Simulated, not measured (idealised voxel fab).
voxel transistor to metal: a process module
Each square cell in cross-section cut measures 5 nm, and the section as a whole is 185 nm wide.
Heads up, the way a cross-section reads in here is a grid of square cells, handed over as bands from the top down, with every band being one or more rows of cells.
First you get the band's top height and its bottom height, in nm, and then the materials it's made of, left to right, with each width in nm. If you see a single material with "all across", that one covers the band edge to edge. "air" is empty space.
Convention: height 0 is the level below which the wafer, as received, is all one material. The lowest band does not terminate at the bottom but continues downward, represented as "0 and below".
Think of "30 to 40" as a width that walks from the first number to the second as you go down the band, top row to bottom row, taking equal-sized steps from row to row.
Given "nothing altered" for a step, no cell of the cross-section differs between before and after that step.
"Voids, fully enclosed" - sealed voids, min. 8 cells, no opening to top; format: width x height at distance (distance from left edge; nm throughout).
Where a step's line continues beyond its settings, the continuation is a remark by the simulator itself on that step.
overlay nm: where the mask lay relative to plan, measured to the right, on steps with a mask; negatives go left.

THESE ARE THE STEPS WE PLANNED FOR THE PROCESS
| 1 | RECEIVE [material Si] |
| 2 | OXIDIZE [depth nm 5] |
| 3 | CONFORMAL_DEP [material SiN] [thk nm 15] |
| 4 | PATTERN [tone cover] [mask id ACTIVE] [material resist] [width nm 115] [thk nm 15] [overlay nm 0] |
| 5 | DIRECTIONAL_ETCH [etch materials SiN] [depth nm 15] |
| 6 | DIRECTIONAL_ETCH [etch materials SiO2] [depth nm 5] |
| 7 | DIRECTIONAL_ETCH [etch materials Si] [depth nm 30] |
| 8 | STRIP [etch materials resist] |
| 9 | OXIDIZE [depth nm 5] |
| 10 | FILL_DEP [material SiO2] [thk nm 10] |
| 11 | CMP [height nm 15] |
| 12 | SELECTIVE_ETCH [etch materials SiO2] [depth nm 10] |
| 13 | STRIP [etch materials SiN] |
| 14 | SELECTIVE_ETCH [etch materials SiO2] [depth nm 5] |
| 15 | OXIDIZE [depth nm 5] |
| 16 | DIRECTIONAL_DEP [material polySi] [thk nm 30] |
| 17 | DIRECTIONAL_DEP [material SiCN] [thk nm 15] |
| 18 | PATTERN [tone cover] [mask id GATE] [material resist] [width nm 35] [thk nm 20] [overlay nm 0] |
| 19 | DIRECTIONAL_ETCH [etch materials SiCN] [depth nm 25] |
| 20 | DIRECTIONAL_ETCH [etch materials polySi] [depth nm 40] |
| 21 | STRIP [etch materials resist] |
| 22 | CONFORMAL_DEP [material SiN] [thk nm 5] |
| 23 | DIRECTIONAL_ETCH [etch materials SiN] [depth nm 5] |
| 24 | DIRECTIONAL_ETCH [etch materials SiO2] [depth nm 5] |
| 25 | DIRECTIONAL_ETCH [etch materials Si] [depth nm 10] |
| 26 | EPI [material pSi] [thk nm 15] |
| 27 | FILL_DEP [material SiO2] [thk nm 5] |
| 28 | CMP [height nm 25] |
| 29 | STRIP [etch materials polySi] |
| 30 | SELECTIVE_ETCH [etch materials SiO2] [depth nm 5] |
| 31 | CONFORMAL_DEP [material HfO2] [thk nm 5] |
| 32 | CONFORMAL_DEP [material TiN] [thk nm 5] |
| 33 | FILL_DEP [material W] [thk nm 10] |
| 34 | CMP [height nm 20] |
| 35 | DIRECTIONAL_DEP [material SiO2] [thk nm 10] |
| 36 | PATTERN [tone open] [mask id CONTACT] [material resist] [width nm 15] [pitch nm 90] [thk nm 15] [overlay nm 0] |
| 37 | DIRECTIONAL_ETCH [etch materials SiO2] [depth nm 35] |
| 38 | STRIP [etch materials resist] |
| 39 | CONFORMAL_DEP [material TiN] [thk nm 5] |
| 40 | FILL_DEP [material W] [thk nm 10] |
| 41 | CMP [height nm 30] |
| 42 | CONFORMAL_DEP [material SiCN] [thk nm 5] |
| 43 | DIRECTIONAL_DEP [material lowk] [thk nm 25] |
| 44 | PATTERN [tone open] [mask id METAL_1] [material resist] [width nm 15] [pitch nm 90] [thk nm 15] [overlay nm 0] |
| 45 | DIRECTIONAL_ETCH [etch materials lowk] [depth nm 25] |
| 46 | DIRECTIONAL_ETCH [etch materials SiCN] [depth nm 5] |
| 47 | STRIP [etch materials resist] |
| 48 | CONFORMAL_DEP [material TiN] [thk nm 5] |
| 49 | FILL_DEP [material Cu] [thk nm 10] |
| 50 | CMP [height nm 60] |
| 51 | EPI [material Ru] [thk nm 5] |
| 52 | FILL_DEP [material SiCN] [thk nm 5] |
| 53 | DIRECTIONAL_DEP [material lowk] [thk nm 30] |
| 54 | MASKED_ETCH [tone open] [mask id METAL_2] [width nm 15] [pitch nm 90] [etch materials lowk] [depth nm 20] [overlay nm 0] |
| 55 | PATTERN [tone open] [mask id METAL_2_HOLES] [material resist] [width nm 15] [pitch nm 90] [thk nm 20] [overlay nm 0] |
| 56 | DIRECTIONAL_ETCH [etch materials lowk] [depth nm 10] |
| 57 | DIRECTIONAL_ETCH [etch materials SiCN] [depth nm 5] |
| 58 | STRIP [etch materials resist] |
| 59 | CONFORMAL_DEP [material TiN] [thk nm 5] |
| 60 | FILL_DEP [material Cu] [thk nm 5] |
| 61 | CMP [height nm 100] |
| 62 | CONFORMAL_DEP [material SiCN] [thk nm 5] |

WAFER CROSS-SECTION ON RECEIPT, I.E. AFTER STEP 1
- 0 and below  Si all across
- Voids, fully enclosed: none

THE FIRST OF TWO WAFERS, CROSS-SECTIONED AT THE END OF THE MODULE, WITH THE RUN PROCEEDING AS PLANNED
- 105 down to 100  SiCN all across
- 100 down to 70  lowk: 40 | TiN: 5 | Cu: 5 | TiN: 5 | lowk: 75 | TiN: 5 | Cu: 5 | TiN: 5 | lowk: 40
- 70 down to 65  SiCN: 40 | TiN: 15 | SiCN: 75 | TiN: 15 | SiCN: 40
- 65 down to 60  SiCN: 35 | Ru: 25 | SiCN: 65 | Ru: 25 | SiCN: 35
- 60 down to 35  lowk: 40 | TiN: 5 | Cu: 5 | TiN: 5 | lowk: 75 | TiN: 5 | Cu: 5 | TiN: 5 | lowk: 40
- 35 down to 30  SiCN: 40 | TiN: 15 | SiCN: 75 | TiN: 15 | SiCN: 40
- 30 down to 20  SiO2: 40 | TiN: 5 | W: 5 | TiN: 5 | SiO2: 75 | TiN: 5 | W: 5 | TiN: 5 | SiO2: 40
- 20 down to 5  SiO2: 40 | TiN: 5 | W: 5 | TiN: 5 | SiO2: 15 | SiN: 5 | HfO2: 5 | TiN: 5 | W: 15 | TiN: 5 | HfO2: 5 | SiN: 5 | SiO2: 15 | TiN: 5 | W: 5 | TiN: 5 | SiO2: 40
- 5 down to 0  SiO2: 40 | TiN: 5 | W: 5 | TiN: 5 | pSi: 15 | SiN: 5 | HfO2: 5 | TiN: 5 | W: 15 | TiN: 5 | HfO2: 5 | SiN: 5 | pSi: 15 | TiN: 5 | W: 5 | TiN: 5 | SiO2: 40
- 0 down to -5  SiO2: 30 | SiN: 5 | SiO2: 5 | TiN: 15 | pSi: 15 | SiN: 5 | HfO2: 5 | TiN: 25 | HfO2: 5 | SiN: 5 | pSi: 15 | TiN: 15 | SiO2: 5 | SiN: 5 | SiO2: 30
- -5 down to -10  SiO2: 35 | pSi: 35 | HfO2: 45 | pSi: 35 | SiO2: 35
- -10 down to -20  SiO2: 40 | pSi: 30 | Si: 45 | pSi: 30 | SiO2: 40
- -20 down to -40  SiO2: 40 | Si: 105 | SiO2: 40
- -40 and below  Si all across
- Voids, fully enclosed: none

PRESENTED HERE IS A CROSS-SECTION OF THE SECOND OF THE TWO WAFERS AS IT STOOD AT THE END OF THE MODULE. IT WAS STARTED IN THE SAME MANNER AND ASSIGNED THE SAME PLAN AS THE FIRST WAFER; HOWEVER, ONE MISTAKE WAS MADE IN ITS EXECUTION
- 105 down to 100  SiCN all across
- 100 down to 70  lowk: 40 | TiN: 5 | Cu: 5 | TiN: 5 | lowk: 75 | TiN: 5 | Cu: 5 | TiN: 5 | lowk: 40
- 70 down to 65  SiCN: 40 | TiN: 15 | SiCN: 75 | TiN: 15 | SiCN: 40
- 65 down to 60  SiCN: 35 | Ru: 25 | SiCN: 65 | Ru: 25 | SiCN: 35
- 60 down to 35  lowk: 40 | TiN: 5 | Cu: 5 | TiN: 5 | lowk: 75 | TiN: 5 | Cu: 5 | TiN: 5 | lowk: 40
- 35 down to 30  SiCN: 40 | TiN: 15 | SiCN: 75 | TiN: 15 | SiCN: 40
- 30 down to 20  SiO2: 40 | TiN: 5 | W: 5 | TiN: 5 | SiO2: 75 | TiN: 5 | W: 5 | TiN: 5 | SiO2: 40
- 20 down to 15  SiO2: 40 | TiN: 15 | SiO2: 15 | SiN: 5 | HfO2: 5 | TiN: 5 | W: 15 | TiN: 5 | HfO2: 5 | SiN: 5 | SiO2: 15 | TiN: 15 | SiO2: 40
- 15 down to 5  SiO2: 40 | TiN: 5 | pSi: 25 | SiN: 5 | HfO2: 5 | TiN: 5 | W: 15 | TiN: 5 | HfO2: 5 | SiN: 5 | pSi: 25 | TiN: 5 | SiO2: 40
- 5 down to 0  SiO2: 30 | pSi: 40 | SiN: 5 | HfO2: 5 | TiN: 5 | W: 15 | TiN: 5 | HfO2: 5 | SiN: 5 | pSi: 40 | SiO2: 30
- 0 down to -5  SiO2: 30 | SiN: 5 | pSi: 35 | SiN: 5 | HfO2: 5 | TiN: 25 | HfO2: 5 | SiN: 5 | pSi: 35 | SiN: 5 | SiO2: 30
- -5 down to -10  SiO2: 35 | pSi: 35 | HfO2: 45 | pSi: 35 | SiO2: 35
- -10 down to -20  SiO2: 40 | pSi: 30 | Si: 45 | pSi: 30 | SiO2: 40
- -20 down to -40  SiO2: 40 | Si: 105 | SiO2: 40
- -40 and below  Si all across
- Voids, fully enclosed: none
Deviation noted in wafer processing: rather than as planned, step 26 actually ran as EPI [material pSi] [thk nm 25]
The second wafer ends with more or fewer cells of some materials than the first, per final count: -18 SiO2, -12 TiN, -8 W, +38 pSi
